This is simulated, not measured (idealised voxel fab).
process module | voxel released beams
cross-section cut | 165 nm wide | cells 5 nm
A cross-section is a grid of square cells, given in bands from the top down. A band is one or more rows of cells.
Each band's line starts with the height of the band's top and of its bottom, in nm. Then come its materials from left to right, each with its width in nm. One material with "throughout" fills the band from edge to edge. "air" is empty space.
Height 0 is the level under which the wafer as received is all one material. The lowest band goes on downwards, as in "0 down".
A width such as "30 to 40" changes by the same amount from each row of cells to the next, from the band's top row to its bottom row.
"no change" after a step means that no cell of the cross-section changed.
closed voids: empty space of 8 cells or more with no open way to the top, each as width x height at its distance from the left edge, in nm
after a step's settings: what the simulator itself notes on the step
overlay nm, on a step with a mask: how far to the right of its planned place the mask lay; to the left if negative
plan
1 op RECEIVE | material Si
2 op CONFORMAL_DEP | material Al2O3 | thk nm 5
3 op DIRECTIONAL_DEP | material SiO2 | thk nm 20
4 op PATTERN | tone open | mask id ANCHOR | material resist | width nm 35 | thk nm 15 | overlay nm 0
5 op DIRECTIONAL_ETCH | etch materials SiO2 | depth nm 20
6 op STRIP | etch materials resist
7 op CONFORMAL_DEP | material W | thk nm 10
8 op DIRECTIONAL_DEP | material aC | thk nm 10
9 op PATTERN | tone cover | mask id BEAM | material resist | width nm 120 | thk nm 30 | overlay nm 0
10 op DIRECTIONAL_ETCH | etch materials aC | depth nm 10
11 op STRIP | etch materials resist
12 op DIRECTIONAL_ETCH | etch materials W | depth nm 10
13 op STRIP | etch materials aC
14 op STRIP | etch materials SiO2
as received, after step 1
  0 down: Si throughout
  closed voids: none
first wafer at the end, as planned
  35 to 25: air 20 | W 15 | air 15 | W 90 | air 25
  25 to 15: air 25 | W 10 | air 15 | W 10 | air 105
  15 to 5: air 25 | W 35 | air 105
  5 to 0: Al2O3 throughout
  0 down: Si throughout
  closed voids: none
second wafer at the end: like start, like plan, one mistake
  30 to 20: air 20 | W 15 | air 15 | W 90 | air 25
  20 to 15: air 25 | W 10 | air 15 | W 10 | air 105
  15 to 5: air 25 | W 35 | air 105
  5 to 0: Al2O3 throughout
  0 down: Si throughout
  closed voids: none
what went wrong: step 3 ran as: op DIRECTIONAL_DEP | material SiO2 | thk nm 15
at the end the second wafer has, in cells: 4 fewer of W
